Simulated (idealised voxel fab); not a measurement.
process module | voxel gate over fins
cross-section cut | 295 nm wide | cells 5 nm
A cross-section is a grid of square cells, given in bands from the top down. A band is one or more rows of cells.
Each band's line starts with the height of the band's top and of its bottom, in nm. Then come its materials from left to right, each with its width in nm. One material with "throughout" fills the band from edge to edge. "air" is empty space.
Height 0 is the level under which the wafer as received is all one material. The lowest band goes on downwards, as in "0 down".
A width such as "30 to 40" changes by the same amount from each row of cells to the next, from the band's top row to its bottom row.
"no change" after a step means that no cell of the cross-section changed.
closed voids: empty space of 8 cells or more with no open way to the top, each as width x height at its distance from the left edge, in nm
after a step's settings: what the simulator itself notes on the step
overlay nm, on a step with a mask: how far to the right of its planned place the mask lay; to the left if negative
Each pair below shows a cross-section before one step and the cross-section after it, down to the lowest band that changed. The line under each pair gives the step between them, with its settings. The pairs can come from different runs of this module on the same starting wafer, so a pair continues from the pair above only where its "before" says so.
before
  35 to 20: W throughout
  20 to 15: W 55 | TiN 180 | W 60
  15 to 10: W 55 | TiN 5 | TiAl 35 | TiN 10 | TiAl 35 | TiN 10 | TiAl 35 | TiN 10 | TiAl 35 | TiN 5 | W 60
  10 to 5: W 55 | TiN 5 | TiAl 5 | TiN 25 | TiAl 5 | TiN 10 | TiAl 5 | TiN 25 | TiAl 5 | TiN 10 | TiAl 5 | TiN 25 | TiAl 5 | TiN 10 | TiAl 5 | TiN 25 | TiAl 5 | TiN 5 | W 60
  5 to 0: TiN 60 | TiAl 5 | TiN 5 | HfO2 15 | TiN 5 | TiAl 5 | TiN 10 | TiAl 5 | TiN 5 | HfO2 15 | TiN 5 | TiAl 5 | TiN 10 | TiAl 5 | TiN 5 | HfO2 15 | TiN 5 | TiAl 5 | TiN 10 | TiAl 5 | TiN 5 | HfO2 15 | TiN 5 | TiAl 5 | TiN 65
  0 to -5: TiAl 65 | TiN 5 | HfO2 5 | Si 5 | HfO2 5 | TiN 5 | TiAl 5 | TiN 10 | TiAl 5 | TiN 5 | HfO2 5 | Si 5 | HfO2 5 | TiN 5 | TiAl 5 | TiN 10 | TiAl 5 | TiN 5 | HfO2 5 | Si 5 | HfO2 5 | TiN 5 | TiAl 5 | TiN 10 | TiAl 5 | TiN 5 | HfO2 5 | Si 5 | HfO2 5 | TiN 5 | TiAl 70
  -5 to -10: TiN 55 | TiAl 10 | TiN 5 | HfO2 5 | Si 5 | HfO2 5 | TiN 5 | TiAl 5 | TiN 10 | TiAl 5 | TiN 5 | HfO2 5 | Si 5 | HfO2 5 | TiN 5 | TiAl 5 | TiN 10 | TiAl 5 | TiN 5 | HfO2 5 | Si 5 | HfO2 5 | TiN 5 | TiAl 5 | TiN 10 | TiAl 5 | TiN 5 | HfO2 5 | Si 5 | HfO2 5 | TiN 5 | TiAl 10 | TiN 60
  -10 to -15: HfO2 50 | TiN 5 | TiAl 10 | TiN 5 | HfO2 5 | Si 5 | HfO2 5 | TiN 5 | TiAl 20 | TiN 5 | HfO2 5 | Si 5 | HfO2 5 | TiN 5 | TiAl 20 | TiN 5 | HfO2 5 | Si 5 | HfO2 5 | TiN 5 | TiAl 20 | TiN 5 | HfO2 5 | Si 5 | HfO2 5 | TiN 5 | TiAl 10 | TiN 5 | HfO2 55
  -15 to -20: SiO2 45 | HfO2 5 | TiN 20 | HfO2 5 | Si 5 | HfO2 5 | TiN 30 | HfO2 5 | Si 5 | HfO2 5 | TiN 30 | HfO2 5 | Si 5 | HfO2 5 | TiN 30 | HfO2 5 | Si 5 | HfO2 5 | TiN 20 | HfO2 5 | SiO2 50
  -20 to -25: SiO2 45 | HfO2 30 | Si 5 | HfO2 40 | Si 5 | HfO2 40 | Si 5 | HfO2 40 | Si 5 | HfO2 30 | SiO2 50
  -25 to -45: SiO2 75 | Si 5 | SiO2 40 | Si 5 | SiO2 40 | Si 5 | SiO2 40 | Si 5 | SiO2 80
  -45 down: Si throughout
  closed voids: none
after
  30 to 20: W throughout
  below 20: unchanged
  closed voids: none
the step between: op CMP | height nm 30
before: the cross-section after the pair above
after
  35 to 30: SiCN throughout
  below 30: unchanged
  closed voids: none
the step between: op CONFORMAL_DEP | material SiCN | thk nm 5
before
  25 to 10: air 70 | resist 15 | air 30 | resist 15 | air 30 | resist 15 | air 30 | resist 15 | air 75
  10 to 0: air 70 | SiN 15 | air 30 | SiN 15 | air 30 | SiN 15 | air 30 | SiN 15 | air 75
  0 down: Si throughout
  closed voids: none
after
  25 to 10: air 70 | resist 15 | air 30 | resist 15 | air 30 | resist 15 | air 30 | resist 15 | air 75
  10 to 0: air 70 | SiN 15 | air 30 | SiN 15 | air 30 | SiN 15 | air 30 | SiN 15 | air 75
  0 to -45: air 70 | Si 15 | air 30 | Si 15 | air 30 | Si 15 | air 30 | Si 15 | air 75
  below -45: unchanged
  closed voids: none
the step between: op DIRECTIONAL_ETCH | etch materials Si | depth nm 45
before: the cross-section after the pair above
after
  10 to 0: air 70 | SiN 15 | air 30 | SiN 15 | air 30 | SiN 15 | air 30 | SiN 15 | air 75
  below 0: unchanged
  closed voids: none
the step between: op STRIP | etch materials resist
before: the cross-section after the pair above
after
  10 to 0: air 70 | SiN 15 | air 30 | SiN 15 | air 30 | SiN 15 | air 30 | SiN 15 | air 75
  0 to -45: air 70 | SiO2 5 | Si 5 | SiO2 5 | air 30 | SiO2 5 | Si 5 | SiO2 5 | air 30 | SiO2 5 | Si 5 | SiO2 5 | air 30 | SiO2 5 | Si 5 | SiO2 5 | air 75
  -45 to -50: SiO2 75 | Si 5 | SiO2 40 | Si 5 | SiO2 40 | Si 5 | SiO2 40 | Si 5 | SiO2 80
  below -50: unchanged
  closed voids: none
the step between: op OXIDIZE | depth nm 5
before: the cross-section after the pair above
after
  25 to 10: SiO2 throughout
  10 to 0: SiO2 70 | SiN 15 | SiO2 30 | SiN 15 | SiO2 30 | SiN 15 | SiO2 30 | SiN 15 | SiO2 75
  0 to -50: SiO2 75 | Si 5 | SiO2 40 | Si 5 | SiO2 40 | Si 5 | SiO2 40 | Si 5 | SiO2 80
  below -50: unchanged
  closed voids: none
the step between: op FILL_DEP | material SiO2 | thk nm 15
before: the cross-section after the pair above
after
  10 to 0: SiO2 70 | SiN 15 | SiO2 30 | SiN 15 | SiO2 30 | SiN 15 | SiO2 30 | SiN 15 | SiO2 75
  below 0: unchanged
  closed voids: none
the step between: op CMP | height nm 10
before: the cross-section after the pair above
after
  10 to 0: air 70 | SiN 15 | air 30 | SiN 15 | air 30 | SiN 15 | air 30 | SiN 15 | air 75
  0 to -15: air 75 | Si 5 | air 40 | Si 5 | air 40 | Si 5 | air 40 | Si 5 | air 80
  below -15: unchanged
  closed voids: none
the step between: op SELECTIVE_ETCH | etch materials SiO2 | depth nm 25
before: the cross-section after the pair above
after
  0 to -15: air 75 | Si 5 | air 40 | Si 5 | air 40 | Si 5 | air 40 | Si 5 | air 80
  below -15: unchanged
  closed voids: none
the step between: op STRIP | etch materials SiN
before: the cross-section after the pair above
after
  5 to 0: air 70 | HfO2 15 | air 30 | HfO2 15 | air 30 | HfO2 15 | air 30 | HfO2 15 | air 75
  0 to -10: air 70 | HfO2 5 | Si 5 | HfO2 5 | air 30 | HfO2 5 | Si 5 | HfO2 5 | air 30 | HfO2 5 | Si 5 | HfO2 5 | air 30 | HfO2 5 | Si 5 | HfO2 5 | air 75
  -10 to -15: HfO2 75 | Si 5 | HfO2 40 | Si 5 | HfO2 40 | Si 5 | HfO2 40 | Si 5 | HfO2 80
  below -15: unchanged
  closed voids: none
the step between: op CONFORMAL_DEP | material HfO2 | thk nm 5
before: the cross-section after the pair above
after
  10 to 5: air 65 | TiN 25 | air 20 | TiN 25 | air 20 | TiN 25 | air 20 | TiN 25 | air 70
  5 to 0: air 65 | TiN 5 | HfO2 15 | TiN 5 | air 20 | TiN 5 | HfO2 15 | TiN 5 | air 20 | TiN 5 | HfO2 15 | TiN 5 | air 20 | TiN 5 | HfO2 15 | TiN 5 | air 70
  0 to -5: air 65 | TiN 5 | HfO2 5 | Si 5 | HfO2 5 | TiN 5 | air 20 | TiN 5 | HfO2 5 | Si 5 | HfO2 5 | TiN 5 | air 20 | TiN 5 | HfO2 5 | Si 5 | HfO2 5 | TiN 5 | air 20 | TiN 5 | HfO2 5 | Si 5 | HfO2 5 | TiN 5 | air 70
  -5 to -10: TiN 70 | HfO2 5 | Si 5 | HfO2 5 | TiN 30 | HfO2 5 | Si 5 | HfO2 5 | TiN 30 | HfO2 5 | Si 5 | HfO2 5 | TiN 30 | HfO2 5 | Si 5 | HfO2 5 | TiN 75
  below -10: unchanged
  closed voids: none
the step between: op CONFORMAL_DEP | material TiN | thk nm 5
before: the cross-section after the pair above
after
  15 to 10: air 60 | TiAl 35 | air 10 | TiAl 35 | air 10 | TiAl 35 | air 10 | TiAl 35 | air 65
  10 to 5: air 60 | TiAl 5 | TiN 25 | TiAl 5 | air 10 | TiAl 5 | TiN 25 | TiAl 5 | air 10 | TiAl 5 | TiN 25 | TiAl 5 | air 10 | TiAl 5 | TiN 25 | TiAl 5 | air 65
  5 to 0: air 60 | TiAl 5 | TiN 5 | HfO2 15 | TiN 5 | TiAl 5 | air 10 | TiAl 5 | TiN 5 | HfO2 15 | TiN 5 | TiAl 5 | air 10 | TiAl 5 | TiN 5 | HfO2 15 | TiN 5 | TiAl 5 | air 10 | TiAl 5 | TiN 5 | HfO2 15 | TiN 5 | TiAl 5 | air 65
  0 to -5: TiAl 65 | TiN 5 | HfO2 5 | Si 5 | HfO2 5 | TiN 5 | TiAl 20 | TiN 5 | HfO2 5 | Si 5 | HfO2 5 | TiN 5 | TiAl 20 | TiN 5 | HfO2 5 | Si 5 | HfO2 5 | TiN 5 | TiAl 20 | TiN 5 | HfO2 5 | Si 5 | HfO2 5 | TiN 5 | TiAl 70
  below -5: unchanged
  closed voids: none
the step between: op CONFORMAL_DEP | material TiAl | thk nm 5
before: the cross-section after the pair above
after
  20 to 15: air 55 | TiN 180 | air 60
  15 to 10: air 55 | TiN 5 | TiAl 35 | TiN 10 | TiAl 35 | TiN 10 | TiAl 35 | TiN 10 | TiAl 35 | TiN 5 | air 60
  10 to 5: air 55 | TiN 5 | TiAl 5 | TiN 25 | TiAl 5 | TiN 10 | TiAl 5 | TiN 25 | TiAl 5 | TiN 10 | TiAl 5 | TiN 25 | TiAl 5 | TiN 10 | TiAl 5 | TiN 25 | TiAl 5 | TiN 5 | air 60
  5 to 0: TiN 60 | TiAl 5 | TiN 5 | HfO2 15 | TiN 5 | TiAl 5 | TiN 10 | TiAl 5 | TiN 5 | HfO2 15 | TiN 5 | TiAl 5 | TiN 10 | TiAl 5 | TiN 5 | HfO2 15 | TiN 5 | TiAl 5 | TiN 10 | TiAl 5 | TiN 5 | HfO2 15 | TiN 5 | TiAl 5 | TiN 65
  below 0: unchanged
  closed voids: none
the step between: op CONFORMAL_DEP | material TiN | thk nm 5
before: the cross-section after the pair above
after
  35 to 20: W throughout
  20 to 15: W 55 | TiN 180 | W 60
  15 to 10: W 55 | TiN 5 | TiAl 35 | TiN 10 | TiAl 35 | TiN 10 | TiAl 35 | TiN 10 | TiAl 35 | TiN 5 | W 60
  10 to 5: W 55 | TiN 5 | TiAl 5 | TiN 25 | TiAl 5 | TiN 10 | TiAl 5 | TiN 25 | TiAl 5 | TiN 10 | TiAl 5 | TiN 25 | TiAl 5 | TiN 10 | TiAl 5 | TiN 25 | TiAl 5 | TiN 5 | W 60
  below 5: unchanged
  closed voids: none
the step between: op FILL_DEP | material W | thk nm 15
before: the cross-section after the pair above
after
  30 to 20: W throughout
  below 20: unchanged
  closed voids: none
the step between: op CMP | height nm 30
before: the cross-section after the pair above
after
  35 to 30: SiCN throughout
  below 30: unchanged
  closed voids: none
the step between: op CONFORMAL_DEP | material SiCN | thk nm 5
before
  10 to 0: SiN throughout
  0 down: Si throughout
  closed voids: none
after
  25 to 10: air 70 | resist 20 | air 25 | resist 20 | air 25 | resist 20 | air 25 | resist 20 | air 70
  below 10: unchanged
  closed voids: none
the step between: op PATTERN | tone cover | mask id FINS | material resist | width nm 20 | pitch nm 45 | thk nm 15 | overlay nm 0
before: the cross-section after the pair above
after
  25 to 10: air 70 | resist 20 | air 25 | resist 20 | air 25 | resist 20 | air 25 | resist 20 | air 70
  10 to 0: air 70 | SiN 20 | air 25 | SiN 20 | air 25 | SiN 20 | air 25 | SiN 20 | air 70
  below 0: unchanged
  closed voids: none
the step between: op DIRECTIONAL_ETCH | etch materials SiN | depth nm 10
before: the cross-section after the pair above
after
  25 to 10: air 70 | resist 20 | air 25 | resist 20 | air 25 | resist 20 | air 25 | resist 20 | air 70
  10 to 0: air 70 | SiN 20 | air 25 | SiN 20 | air 25 | SiN 20 | air 25 | SiN 20 | air 70
  0 to -40: air 70 | Si 20 | air 25 | Si 20 | air 25 | Si 20 | air 25 | Si 20 | air 70
  below -40: unchanged
  closed voids: none
the step between: op DIRECTIONAL_ETCH | etch materials Si | depth nm 40
before: the cross-section after the pair above
after
  10 to 0: air 70 | SiN 20 | air 25 | SiN 20 | air 25 | SiN 20 | air 25 | SiN 20 | air 70
  below 0: unchanged
  closed voids: none
the step between: op STRIP | etch materials resist
before: the cross-section after the pair above
after
  10 to 0: air 70 | SiN 20 | air 25 | SiN 20 | air 25 | SiN 20 | air 25 | SiN 20 | air 70
  0 to -40: air 70 | SiO2 5 | Si 10 | SiO2 5 | air 25 | SiO2 5 | Si 10 | SiO2 5 | air 25 | SiO2 5 | Si 10 | SiO2 5 | air 25 | SiO2 5 | Si 10 | SiO2 5 | air 70
  -40 to -45: SiO2 75 | Si 10 | SiO2 35 | Si 10 | SiO2 35 | Si 10 | SiO2 35 | Si 10 | SiO2 75
  below -45: unchanged
  closed voids: none
the step between: op OXIDIZE | depth nm 5
before: the cross-section after the pair above
after
  25 to 10: SiO2 throughout
  10 to 0: SiO2 70 | SiN 20 | SiO2 25 | SiN 20 | SiO2 25 | SiN 20 | SiO2 25 | SiN 20 | SiO2 70
  0 to -45: SiO2 75 | Si 10 | SiO2 35 | Si 10 | SiO2 35 | Si 10 | SiO2 35 | Si 10 | SiO2 75
  below -45: unchanged
  closed voids: none
the step between: op FILL_DEP | material SiO2 | thk nm 15
before: the cross-section after the pair above
after
  10 to 0: SiO2 70 | SiN 20 | SiO2 25 | SiN 20 | SiO2 25 | SiN 20 | SiO2 25 | SiN 20 | SiO2 70
  below 0: unchanged
  closed voids: none
the step between: op CMP | height nm 10
before: the cross-section after the pair above
after
  10 to 0: air 70 | SiN 20 | air 25 | SiN 20 | air 25 | SiN 20 | air 25 | SiN 20 | air 70
  0 to -15: air 75 | Si 10 | air 35 | Si 10 | air 35 | Si 10 | air 35 | Si 10 | air 75
  below -15: unchanged
  closed voids: none
the step between: op SELECTIVE_ETCH | etch materials SiO2 | depth nm 25
before: the cross-section after the pair above
after
  0 to -15: air 75 | Si 10 | air 35 | Si 10 | air 35 | Si 10 | air 35 | Si 10 | air 75
  below -15: unchanged
  closed voids: none
the step between: op STRIP | etch materials SiN
before: the cross-section after the pair above
after
  5 to 0: air 70 | HfO2 20 | air 25 | HfO2 20 | air 25 | HfO2 20 | air 25 | HfO2 20 | air 70
  0 to -10: air 70 | HfO2 5 | Si 10 | HfO2 5 | air 25 | HfO2 5 | Si 10 | HfO2 5 | air 25 | HfO2 5 | Si 10 | HfO2 5 | air 25 | HfO2 5 | Si 10 | HfO2 5 | air 70
  -10 to -15: HfO2 75 | Si 10 | HfO2 35 | Si 10 | HfO2 35 | Si 10 | HfO2 35 | Si 10 | HfO2 75
  below -15: unchanged
  closed voids: none
the step between: op CONFORMAL_DEP | material HfO2 | thk nm 5
before: the cross-section after the pair above
after
  10 to 5: air 65 | TiN 30 | air 15 | TiN 30 | air 15 | TiN 30 | air 15 | TiN 30 | air 65
  5 to 0: air 65 | TiN 5 | HfO2 20 | TiN 5 | air 15 | TiN 5 | HfO2 20 | TiN 5 | air 15 | TiN 5 | HfO2 20 | TiN 5 | air 15 | TiN 5 | HfO2 20 | TiN 5 | air 65
  0 to -5: air 65 | TiN 5 | HfO2 5 | Si 10 | HfO2 5 | TiN 5 | air 15 | TiN 5 | HfO2 5 | Si 10 | HfO2 5 | TiN 5 | air 15 | TiN 5 | HfO2 5 | Si 10 | HfO2 5 | TiN 5 | air 15 | TiN 5 | HfO2 5 | Si 10 | HfO2 5 | TiN 5 | air 65
  -5 to -10: TiN 70 | HfO2 5 | Si 10 | HfO2 5 | TiN 25 | HfO2 5 | Si 10 | HfO2 5 | TiN 25 | HfO2 5 | Si 10 | HfO2 5 | TiN 25 | HfO2 5 | Si 10 | HfO2 5 | TiN 70
  below -10: unchanged
  closed voids: none
the step between: op CONFORMAL_DEP | material TiN | thk nm 5
before: the cross-section after the pair above
after
  15 to 10: air 60 | TiAl 40 | air 5 | TiAl 40 | air 5 | TiAl 40 | air 5 | TiAl 40 | air 60
  10 to 5: air 60 | TiAl 5 | TiN 30 | TiAl 5 | air 5 | TiAl 5 | TiN 30 | TiAl 5 | air 5 | TiAl 5 | TiN 30 | TiAl 5 | air 5 | TiAl 5 | TiN 30 | TiAl 5 | air 60
  5 to 0: air 60 | TiAl 5 | TiN 5 | HfO2 20 | TiN 5 | TiAl 5 | air 5 | TiAl 5 | TiN 5 | HfO2 20 | TiN 5 | TiAl 5 | air 5 | TiAl 5 | TiN 5 | HfO2 20 | TiN 5 | TiAl 5 | air 5 | TiAl 5 | TiN 5 | HfO2 20 | TiN 5 | TiAl 5 | air 60
  0 to -5: TiAl 65 | TiN 5 | HfO2 5 | Si 10 | HfO2 5 | TiN 5 | TiAl 15 | TiN 5 | HfO2 5 | Si 10 | HfO2 5 | TiN 5 | TiAl 15 | TiN 5 | HfO2 5 | Si 10 | HfO2 5 | TiN 5 | TiAl 15 | TiN 5 | HfO2 5 | Si 10 | HfO2 5 | TiN 5 | TiAl 65
  below -5: unchanged
  closed voids: none
the step between: op CONFORMAL_DEP | material TiAl | thk nm 5
before: the cross-section after the pair above
after
  20 to 15: air 55 | TiN 185 | air 55
  15 to 10: air 55 | TiN 5 | TiAl 40 | TiN 5 | TiAl 40 | TiN 5 | TiAl 40 | TiN 5 | TiAl 40 | TiN 5 | air 55
  10 to 5: air 55 | TiN 5 | TiAl 5 | TiN 30 | TiAl 5 | TiN 5 | TiAl 5 | TiN 30 | TiAl 5 | TiN 5 | TiAl 5 | TiN 30 | TiAl 5 | TiN 5 | TiAl 5 | TiN 30 | TiAl 5 | TiN 5 | air 55
  5 to 0: TiN 60 | TiAl 5 | TiN 5 | HfO2 20 | TiN 5 | TiAl 5 | TiN 5 | TiAl 5 | TiN 5 | HfO2 20 | TiN 5 | TiAl 5 | TiN 5 | TiAl 5 | TiN 5 | HfO2 20 | TiN 5 | TiAl 5 | TiN 5 | TiAl 5 | TiN 5 | HfO2 20 | TiN 5 | TiAl 5 | TiN 60
  below 0: unchanged
  closed voids: none
the step between: op CONFORMAL_DEP | material TiN | thk nm 5
before: the cross-section after the pair above
after
  35 to 20: W throughout
  20 to 15: W 55 | TiN 185 | W 55
  15 to 10: W 55 | TiN 5 | TiAl 40 | TiN 5 | TiAl 40 | TiN 5 | TiAl 40 | TiN 5 | TiAl 40 | TiN 5 | W 55
  10 to 5: W 55 | TiN 5 | TiAl 5 | TiN 30 | TiAl 5 | TiN 5 | TiAl 5 | TiN 30 | TiAl 5 | TiN 5 | TiAl 5 | TiN 30 | TiAl 5 | TiN 5 | TiAl 5 | TiN 30 | TiAl 5 | TiN 5 | W 55
  below 5: unchanged
  closed voids: none
the step between: op FILL_DEP | material W | thk nm 15
before: the cross-section after the pair above
after
  30 to 20: W throughout
  below 20: unchanged
  closed voids: none
the step between: op CMP | height nm 30
before: the cross-section after the pair above
after
  35 to 30: SiCN throughout
  below 30: unchanged
  closed voids: none
the step between: op CONFORMAL_DEP | material SiCN | thk nm 5
before
  10 to 0: SiN throughout
  0 down: Si throughout
  closed voids: none
after
  25 to 10: air 60 | resist 15 | air 30 | resist 15 | air 30 | resist 15 | air 30 | resist 15 | air 85
  below 10: unchanged
  closed voids: none
the step between: op PATTERN | tone cover | mask id FINS | material resist | width nm 15 | pitch nm 45 | thk nm 15 | overlay nm -10
before: the cross-section after the pair above
after
  25 to 10: air 60 | resist 15 | air 30 | resist 15 | air 30 | resist 15 | air 30 | resist 15 | air 85
  10 to 0: air 60 | SiN 15 | air 30 | SiN 15 | air 30 | SiN 15 | air 30 | SiN 15 | air 85
  below 0: unchanged
  closed voids: none
the step between: op DIRECTIONAL_ETCH | etch materials SiN | depth nm 10
before: the cross-section after the pair above
after
  25 to 10: air 60 | resist 15 | air 30 | resist 15 | air 30 | resist 15 | air 30 | resist 15 | air 85
  10 to 0: air 60 | SiN 15 | air 30 | SiN 15 | air 30 | SiN 15 | air 30 | SiN 15 | air 85
  0 to -40: air 60 | Si 15 | air 30 | Si 15 | air 30 | Si 15 | air 30 | Si 15 | air 85
  below -40: unchanged
  closed voids: none
the step between: op DIRECTIONAL_ETCH | etch materials Si | depth nm 40
before: the cross-section after the pair above
after
  10 to 0: air 60 | SiN 15 | air 30 | SiN 15 | air 30 | SiN 15 | air 30 | SiN 15 | air 85
  below 0: unchanged
  closed voids: none
the step between: op STRIP | etch materials resist
before: the cross-section after the pair above
after
  10 to 0: air 60 | SiN 15 | air 30 | SiN 15 | air 30 | SiN 15 | air 30 | SiN 15 | air 85
  0 to -40: air 60 | SiO2 5 | Si 5 | SiO2 5 | air 30 | SiO2 5 | Si 5 | SiO2 5 | air 30 | SiO2 5 | Si 5 | SiO2 5 | air 30 | SiO2 5 | Si 5 | SiO2 5 | air 85
  -40 to -45: SiO2 65 | Si 5 | SiO2 40 | Si 5 | SiO2 40 | Si 5 | SiO2 40 | Si 5 | SiO2 90
  below -45: unchanged
  closed voids: none
the step between: op OXIDIZE | depth nm 5
before: the cross-section after the pair above
after
  25 to 10: SiO2 throughout
  10 to 0: SiO2 60 | SiN 15 | SiO2 30 | SiN 15 | SiO2 30 | SiN 15 | SiO2 30 | SiN 15 | SiO2 85
  0 to -45: SiO2 65 | Si 5 | SiO2 40 | Si 5 | SiO2 40 | Si 5 | SiO2 40 | Si 5 | SiO2 90
  below -45: unchanged
  closed voids: none
the step between: op FILL_DEP | material SiO2 | thk nm 15
before: the cross-section after the pair above
after
  10 to 0: SiO2 60 | SiN 15 | SiO2 30 | SiN 15 | SiO2 30 | SiN 15 | SiO2 30 | SiN 15 | SiO2 85
  below 0: unchanged
  closed voids: none
the step between: op CMP | height nm 10
before: the cross-section after the pair above
after
  10 to 0: air 60 | SiN 15 | air 30 | SiN 15 | air 30 | SiN 15 | air 30 | SiN 15 | air 85
  0 to -15: air 65 | Si 5 | air 40 | Si 5 | air 40 | Si 5 | air 40 | Si 5 | air 90
  below -15: unchanged
  closed voids: none
the step between: op SELECTIVE_ETCH | etch materials SiO2 | depth nm 25
before: the cross-section after the pair above
after
  0 to -15: air 65 | Si 5 | air 40 | Si 5 | air 40 | Si 5 | air 40 | Si 5 | air 90
  below -15: unchanged
  closed voids: none
the step between: op STRIP | etch materials SiN
before: the cross-section after the pair above
after
  5 to 0: air 60 | HfO2 15 | air 30 | HfO2 15 | air 30 | HfO2 15 | air 30 | HfO2 15 | air 85
  0 to -10: air 60 | HfO2 5 | Si 5 | HfO2 5 | air 30 | HfO2 5 | Si 5 | HfO2 5 | air 30 | HfO2 5 | Si 5 | HfO2 5 | air 30 | HfO2 5 | Si 5 | HfO2 5 | air 85
  -10 to -15: HfO2 65 | Si 5 | HfO2 40 | Si 5 | HfO2 40 | Si 5 | HfO2 40 | Si 5 | HfO2 90
  below -15: unchanged
  closed voids: none
the step between: op CONFORMAL_DEP | material HfO2 | thk nm 5
before: the cross-section after the pair above
after
  10 to 5: air 55 | TiN 25 | air 20 | TiN 25 | air 20 | TiN 25 | air 20 | TiN 25 | air 80
  5 to 0: air 55 | TiN 5 | HfO2 15 | TiN 5 | air 20 | TiN 5 | HfO2 15 | TiN 5 | air 20 | TiN 5 | HfO2 15 | TiN 5 | air 20 | TiN 5 | HfO2 15 | TiN 5 | air 80
  0 to -5: air 55 | TiN 5 | HfO2 5 | Si 5 | HfO2 5 | TiN 5 | air 20 | TiN 5 | HfO2 5 | Si 5 | HfO2 5 | TiN 5 | air 20 | TiN 5 | HfO2 5 | Si 5 | HfO2 5 | TiN 5 | air 20 | TiN 5 | HfO2 5 | Si 5 | HfO2 5 | TiN 5 | air 80
  -5 to -10: TiN 60 | HfO2 5 | Si 5 | HfO2 5 | TiN 30 | HfO2 5 | Si 5 | HfO2 5 | TiN 30 | HfO2 5 | Si 5 | HfO2 5 | TiN 30 | HfO2 5 | Si 5 | HfO2 5 | TiN 85
  below -10: unchanged
  closed voids: none
the step between: op CONFORMAL_DEP | material TiN | thk nm 5
before: the cross-section after the pair above
after
  15 to 10: air 50 | TiAl 35 | air 10 | TiAl 35 | air 10 | TiAl 35 | air 10 | TiAl 35 | air 75
  10 to 5: air 50 | TiAl 5 | TiN 25 | TiAl 5 | air 10 | TiAl 5 | TiN 25 | TiAl 5 | air 10 | TiAl 5 | TiN 25 | TiAl 5 | air 10 | TiAl 5 | TiN 25 | TiAl 5 | air 75
  5 to 0: air 50 | TiAl 5 | TiN 5 | HfO2 15 | TiN 5 | TiAl 5 | air 10 | TiAl 5 | TiN 5 | HfO2 15 | TiN 5 | TiAl 5 | air 10 | TiAl 5 | TiN 5 | HfO2 15 | TiN 5 | TiAl 5 | air 10 | TiAl 5 | TiN 5 | HfO2 15 | TiN 5 | TiAl 5 | air 75
  0 to -5: TiAl 55 | TiN 5 | HfO2 5 | Si 5 | HfO2 5 | TiN 5 | TiAl 20 | TiN 5 | HfO2 5 | Si 5 | HfO2 5 | TiN 5 | TiAl 20 | TiN 5 | HfO2 5 | Si 5 | HfO2 5 | TiN 5 | TiAl 20 | TiN 5 | HfO2 5 | Si 5 | HfO2 5 | TiN 5 | TiAl 80
  below -5: unchanged
  closed voids: none
the step between: op CONFORMAL_DEP | material TiAl | thk nm 5
before: the cross-section after the pair above
after
  20 to 15: air 45 | TiN 180 | air 70
  15 to 10: air 45 | TiN 5 | TiAl 35 | TiN 10 | TiAl 35 | TiN 10 | TiAl 35 | TiN 10 | TiAl 35 | TiN 5 | air 70
  10 to 5: air 45 | TiN 5 | TiAl 5 | TiN 25 | TiAl 5 | TiN 10 | TiAl 5 | TiN 25 | TiAl 5 | TiN 10 | TiAl 5 | TiN 25 | TiAl 5 | TiN 10 | TiAl 5 | TiN 25 | TiAl 5 | TiN 5 | air 70
  5 to 0: TiN 50 | TiAl 5 | TiN 5 | HfO2 15 | TiN 5 | TiAl 5 | TiN 10 | TiAl 5 | TiN 5 | HfO2 15 | TiN 5 | TiAl 5 | TiN 10 | TiAl 5 | TiN 5 | HfO2 15 | TiN 5 | TiAl 5 | TiN 10 | TiAl 5 | TiN 5 | HfO2 15 | TiN 5 | TiAl 5 | TiN 75
  below 0: unchanged
  closed voids: none
the step between: op CONFORMAL_DEP | material TiN | thk nm 5
before: the cross-section after the pair above
after
  35 to 20: W throughout
  20 to 15: W 45 | TiN 180 | W 70
  15 to 10: W 45 | TiN 5 | TiAl 35 | TiN 10 | TiAl 35 | TiN 10 | TiAl 35 | TiN 10 | TiAl 35 | TiN 5 | W 70
  10 to 5: W 45 | TiN 5 | TiAl 5 | TiN 25 | TiAl 5 | TiN 10 | TiAl 5 | TiN 25 | TiAl 5 | TiN 10 | TiAl 5 | TiN 25 | TiAl 5 | TiN 10 | TiAl 5 | TiN 25 | TiAl 5 | TiN 5 | W 70
  below 5: unchanged
  closed voids: none
the step between: op FILL_DEP | material W | thk nm 15
before: the cross-section after the pair above
after
  30 to 20: W throughout
  below 20: unchanged
  closed voids: none
the step between: op CMP | height nm 30
before: the cross-section after the pair above
after
  35 to 30: SiCN throughout
  below 30: unchanged
  closed voids: none
the step between: op CONFORMAL_DEP | material SiCN | thk nm 5
before
  0 down: Si throughout
  closed voids: none
after
  10 to 0: HfO2 throughout
  below 0: unchanged
  closed voids: none
the step between: op CONFORMAL_DEP | material HfO2 | thk nm 10
before: the cross-section after the pair above
after
  25 to 10: air 70 | resist 15 | air 30 | resist 15 | air 30 | resist 15 | air 30 | resist 15 | air 75
  below 10: unchanged
  closed voids: none
the step between: op PATTERN | tone cover | mask id FINS | material resist | width nm 15 | pitch nm 45 | thk nm 15 | overlay nm 0
before: the cross-section after the pair above
after
  10 to 0: HfO2 throughout
  below 0: unchanged
  closed voids: none
the step between: op STRIP | etch materials resist
before: the cross-section after the pair above
after
  25 to 10: SiO2 throughout
  below 10: unchanged
  closed voids: none
the step between: op FILL_DEP | material SiO2 | thk nm 15
before: the cross-section after the pair above
after
  10 to 0: HfO2 throughout
  below 0: unchanged
  closed voids: none
the step between: op CMP | height nm 10
before: the cross-section after the pair above
after
  15 to 0: HfO2 throughout
  below 0: unchanged
  closed voids: none
the step between: op CONFORMAL_DEP | material HfO2 | thk nm 5
before: the cross-section after the pair above
after
  20 to 15: TiN throughout
  below 15: unchanged
  closed voids: none
the step between: op CONFORMAL_DEP | material TiN | thk nm 5
before: the cross-section after the pair above
after
  25 to 20: TiAl throughout
  below 20: unchanged
  closed voids: none
the step between: op CONFORMAL_DEP | material TiAl | thk nm 5
before: the cross-section after the pair above
after
  30 to 25: TiN throughout
  below 25: unchanged
  closed voids: none
the step between: op CONFORMAL_DEP | material TiN | thk nm 5
before: the cross-section after the pair above
after
  45 to 30: W throughout
  below 30: unchanged
  closed voids: none
the step between: op FILL_DEP | material W | thk nm 15
before: the cross-section after the pair above
after
  30 to 25: TiN throughout
  below 25: unchanged
  closed voids: none
the step between: op CMP | height nm 30
before: the cross-section after the pair above
after
  35 to 30: SiCN throughout
  below 30: unchanged
  closed voids: none
the step between: op CONFORMAL_DEP | material SiCN | thk nm 5
before
  10 to 0: SiN throughout
  0 down: Si throughout
  closed voids: none
after
  25 to 10: resist 70 | air 15 | resist 30 | air 15 | resist 30 | air 15 | resist 30 | air 15 | resist 75
  below 10: unchanged
  closed voids: none
the step between: op PATTERN | tone open | mask id FINS | material resist | width nm 15 | pitch nm 45 | thk nm 15 | overlay nm 0
